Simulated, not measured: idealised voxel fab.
Module name: voxel wiring stack (process module)
The figure presents cross-section cut, which has a width of 270 nm and is divided into square cells with an edge length of 5 nm.
How to read a cross-section here: the picture is a grid of square cells, written as bands going from the top down, and any band can span one or more rows of cells.
Look at the band entry: it leads with the top's height and the bottom's height in nm. Then it lists the materials left to right, with a width in nm for each. The word "throughout" on a single material says that material fills the band edge to edge. The word "blank" is empty space.
Where do heights start? At 0: under that level the wafer as delivered is made of one material only. And the lowest band has no floor; it just carries on downward, as in "0..down".
You'd read "30 to 40" like this: the band's top row of cells is as wide as the first number, its bottom row is as wide as the second, and going down, every row changes width by the same amount as the row before did.
"remains unaltered" means the step left every cell of the cross-section as it was.
Any empty space of 8 cells or more lacking an open way to the top shows up in "Closed void inventory" as width x height at distance, distance from the left edge, in nm.
Read whatever lies past the settings on a step's line as the simulator's own remark about the step.
Each step line may optionally specify "overlay nm", which for a step with a mask gives the rightward distance between the mask's planned place and where it lay, a negative value indicating the leftward direction.

LIST OF PLANNED PROCESS STEPS
1: RECEIVE: material Si
2: CONFORMAL_DEP: material SiO2, thk nm 10
3: DIRECTIONAL_DEP: material TiN, thk nm 5
4: DIRECTIONAL_DEP: material W, thk nm 15
5: MASKED_ETCH: tone cover, mask id METAL_1, width nm 25, pitch nm 40, etch materials W, depth nm 15, overlay nm 0
6: MASKED_ETCH: tone cover, mask id METAL_1, width nm 25, pitch nm 40, etch materials TiN, depth nm 5, overlay nm 0
7: FILL_DEP: material lowk, thk nm 10
8: CMP: height nm 30
9: CONFORMAL_DEP: material SiCN, thk nm 5
10: DIRECTIONAL_DEP: material SiO2, thk nm 10
11: DIRECTIONAL_DEP: material aC, thk nm 15
12: PATTERN: tone open, mask id PLUG_1, material resist, width nm 15, pitch nm 40, thk nm 30, overlay nm 0
13: DIRECTIONAL_ETCH: etch materials aC, depth nm 15
14: STRIP: etch materials resist
15: DIRECTIONAL_ETCH: etch materials SiO2, depth nm 10
16: DIRECTIONAL_ETCH: etch materials SiCN, depth nm 5
17: STRIP: etch materials aC
18: CONFORMAL_DEP: material TiN, thk nm 5
19: FILL_DEP: material W, thk nm 5
20: CMP: height nm 45
21: CONFORMAL_DEP: material SiCN, thk nm 5
22: DIRECTIONAL_DEP: material SiO2, thk nm 15
23: MASKED_ETCH: tone open, mask id METAL_2, width nm 25, pitch nm 40, etch materials SiO2, depth nm 15, overlay nm 0
24: MASKED_ETCH: tone open, mask id METAL_2, width nm 25, pitch nm 40, etch materials SiCN, depth nm 5, overlay nm 0
25: CONFORMAL_DEP: material TiN, thk nm 5
26: FILL_DEP: material Cu, thk nm 5
27: CMP: height nm 65
28: CONFORMAL_DEP: material SiCN, thk nm 5
29: DIRECTIONAL_DEP: material lowk, thk nm 35
30: DIRECTIONAL_DEP: material aC, thk nm 15
31: PATTERN: tone open, mask id METAL_3_HOLES, material resist, width nm 15, pitch nm 40, thk nm 30, overlay nm 0
32: DIRECTIONAL_ETCH: etch materials aC, depth nm 15
33: STRIP: etch materials resist
34: DIRECTIONAL_ETCH: etch materials lowk, depth nm 35
35: STRIP: etch materials aC
36: DIRECTIONAL_DEP: material aC, thk nm 15
37: PATTERN: tone open, mask id METAL_3, material resist, width nm 25, pitch nm 40, thk nm 35, overlay nm 0
38: DIRECTIONAL_ETCH: etch materials aC, depth nm 15
39: STRIP: etch materials resist
40: DIRECTIONAL_ETCH: etch materials lowk, depth nm 20
41: DIRECTIONAL_ETCH: etch materials SiCN, depth nm 5
42: STRIP: etch materials aC
43: CONFORMAL_DEP: material TiN, thk nm 5
44: FILL_DEP: material Ru, thk nm 5
45: CMP: height nm 105
46: CONFORMAL_DEP: material SiCN, thk nm 5
47: DIRECTIONAL_DEP: material SiO2, thk nm 25
48: PATTERN: tone open, mask id METAL_4, material resist, width nm 25, pitch nm 40, thk nm 15, overlay nm 0
49: DIRECTIONAL_ETCH: etch materials SiO2, depth nm 15
50: STRIP: etch materials resist
51: DIRECTIONAL_DEP: material aC, thk nm 15
52: PATTERN: tone open, mask id METAL_4_HOLES, material resist, width nm 15, pitch nm 80, thk nm 35, overlay nm 0
53: DIRECTIONAL_ETCH: etch materials aC, depth nm 15
54: STRIP: etch materials resist
55: DIRECTIONAL_ETCH: etch materials SiO2, depth nm 10
56: DIRECTIONAL_ETCH: etch materials SiCN, depth nm 5
57: STRIP: etch materials aC
58: CONFORMAL_DEP: material TiN, thk nm 5
59: FILL_DEP: material Ru, thk nm 5
60: CMP: height nm 135
61: CONFORMAL_DEP: material SiN, thk nm 5

THIS IS THE CROSS-SECTION OF THE WAFER AS WE RECEIVED IT, I.E. AFTER STEP 1
> 0..down: Si throughout
> Closed void inventory: none

HERE'S THE CROSS-SECTION OF THE FIRST OF OUR TWO WAFERS AT THE END OF THE MODULE - IT RAN AS PLANNED
> 140..135: SiN throughout
> 135..125: 80 SiO2, then 5 TiN, then 15 Ru, then 5 TiN, then 15 SiO2, then 5 TiN, then 15 Ru, then 5 TiN, then 15 SiO2, then 5 TiN, then 15 Ru, then 5 TiN, then 85 SiO2
> 125..120: 80 SiO2, then 5 TiN, then 5 Ru, then 15 TiN, then 15 SiO2, then 25 TiN, then 15 SiO2, then 5 TiN, then 5 Ru, then 15 TiN, then 85 SiO2
> 120..110: 80 SiO2, then 5 TiN, then 5 Ru, then 5 TiN, then 65 SiO2, then 5 TiN, then 5 Ru, then 5 TiN, then 95 SiO2
> 110..105: 80 SiCN, then 15 TiN, then 65 SiCN, then 15 TiN, then 95 SiCN
> 105..90: 80 lowk, then 5 TiN, then 15 Ru, then 5 TiN, then 15 lowk, then 5 TiN, then 15 Ru, then 5 TiN, then 15 lowk, then 5 TiN, then 15 Ru, then 5 TiN, then 85 lowk
> 90..85: 80 lowk, then 5 TiN, then 5 Ru, then 15 TiN, then 15 lowk, then 5 TiN, then 5 Ru, then 15 TiN, then 15 lowk, then 5 TiN, then 5 Ru, then 15 TiN, then 85 lowk
> 85..70: 80 lowk, then 5 TiN, then 5 Ru, then 5 TiN, then 25 lowk, then 5 TiN, then 5 Ru, then 5 TiN, then 25 lowk, then 5 TiN, then 5 Ru, then 5 TiN, then 95 lowk
> 70..65: 80 SiCN, then 15 TiN, then 25 SiCN, then 15 TiN, then 25 SiCN, then 15 TiN, then 95 SiCN
> 65..50: 80 SiO2, then 5 TiN, then 15 Cu, then 5 TiN, then 15 SiO2, then 5 TiN, then 15 Cu, then 5 TiN, then 15 SiO2, then 5 TiN, then 15 Cu, then 5 TiN, then 85 SiO2
> 50..45: 80 SiCN, then 25 TiN, then 15 SiCN, then 25 TiN, then 15 SiCN, then 25 TiN, then 85 SiCN
> 45..35: 80 SiO2, then 5 TiN, then 5 W, then 5 TiN, then 25 SiO2, then 5 TiN, then 5 W, then 5 TiN, then 25 SiO2, then 5 TiN, then 5 W, then 5 TiN, then 95 SiO2
> 35..30: 80 SiCN, then 15 TiN, then 25 SiCN, then 15 TiN, then 25 SiCN, then 15 TiN, then 95 SiCN
> 30..15: 80 lowk, then 25 W, then 15 lowk, then 25 W, then 15 lowk, then 25 W, then 85 lowk
> 15..10: 80 lowk, then 25 TiN, then 15 lowk, then 25 TiN, then 15 lowk, then 25 TiN, then 85 lowk
> 10..0: SiO2 throughout
> 0..down: Si throughout
> Closed void inventory: none

CROSS-SECTIONAL VIEW OF THE SECOND OF TWO WAFERS UPON COMPLETION OF THE MODULE. THIS WAFER SHARED ITS STARTING CONDITION AND PROCESS PLAN WITH THE FIRST; ONE ERROR WAS MADE DURING ITS EXECUTION
> 140..135: SiN throughout
> 135..125: 80 SiO2, then 5 TiN, then 15 Ru, then 5 TiN, then 15 SiO2, then 5 TiN, then 15 Ru, then 5 TiN, then 15 SiO2, then 5 TiN, then 15 Ru, then 5 TiN, then 85 SiO2
> 125..120: 80 SiO2, then 5 TiN, then 5 Ru, then 15 TiN, then 15 SiO2, then 25 TiN, then 15 SiO2, then 5 TiN, then 5 Ru, then 15 TiN, then 85 SiO2
> 120..110: 80 SiO2, then 5 TiN, then 5 Ru, then 5 TiN, then 65 SiO2, then 5 TiN, then 5 Ru, then 5 TiN, then 95 SiO2
> 110..105: 80 SiCN, then 15 TiN, then 65 SiCN, then 15 TiN, then 95 SiCN
> 105..90: 80 lowk, then 5 TiN, then 15 Ru, then 5 TiN, then 15 lowk, then 5 TiN, then 15 Ru, then 5 TiN, then 15 lowk, then 5 TiN, then 15 Ru, then 5 TiN, then 85 lowk
> 90..85: 80 lowk, then 15 TiN, then 5 Ru, then 5 TiN, then 15 lowk, then 15 TiN, then 5 Ru, then 5 TiN, then 15 lowk, then 15 TiN, then 5 Ru, then 5 TiN, then 85 lowk
> 85..70: 90 lowk, then 5 TiN, then 5 Ru, then 5 TiN, then 25 lowk, then 5 TiN, then 5 Ru, then 5 TiN, then 25 lowk, then 5 TiN, then 5 Ru, then 5 TiN, then 85 lowk
> 70..65: 90 SiCN, then 15 TiN, then 25 SiCN, then 15 TiN, then 25 SiCN, then 15 TiN, then 85 SiCN
> 65..50: 80 SiO2, then 5 TiN, then 15 Cu, then 5 TiN, then 15 SiO2, then 5 TiN, then 15 Cu, then 5 TiN, then 15 SiO2, then 5 TiN, then 15 Cu, then 5 TiN, then 85 SiO2
> 50..45: 80 SiCN, then 25 TiN, then 15 SiCN, then 25 TiN, then 15 SiCN, then 25 TiN, then 85 SiCN
> 45..35: 80 SiO2, then 5 TiN, then 5 W, then 5 TiN, then 25 SiO2, then 5 TiN, then 5 W, then 5 TiN, then 25 SiO2, then 5 TiN, then 5 W, then 5 TiN, then 95 SiO2
> 35..30: 80 SiCN, then 15 TiN, then 25 SiCN, then 15 TiN, then 25 SiCN, then 15 TiN, then 95 SiCN
> 30..15: 80 lowk, then 25 W, then 15 lowk, then 25 W, then 15 lowk, then 25 W, then 85 lowk
> 15..10: 80 lowk, then 25 TiN, then 15 lowk, then 25 TiN, then 15 lowk, then 25 TiN, then 85 lowk
> 10..0: SiO2 throughout
> 0..down: Si throughout
> Closed void inventory: none
What went wrong in running the wafer? step 31 deviated from plan and actually ran as PATTERN: tone open, mask id METAL_3_HOLES, material resist, width nm 15, pitch nm 40, thk nm 30, overlay nm 10
Matching per-material cell counts, mismatched positions: that is how the second wafer compares with the first at the end.
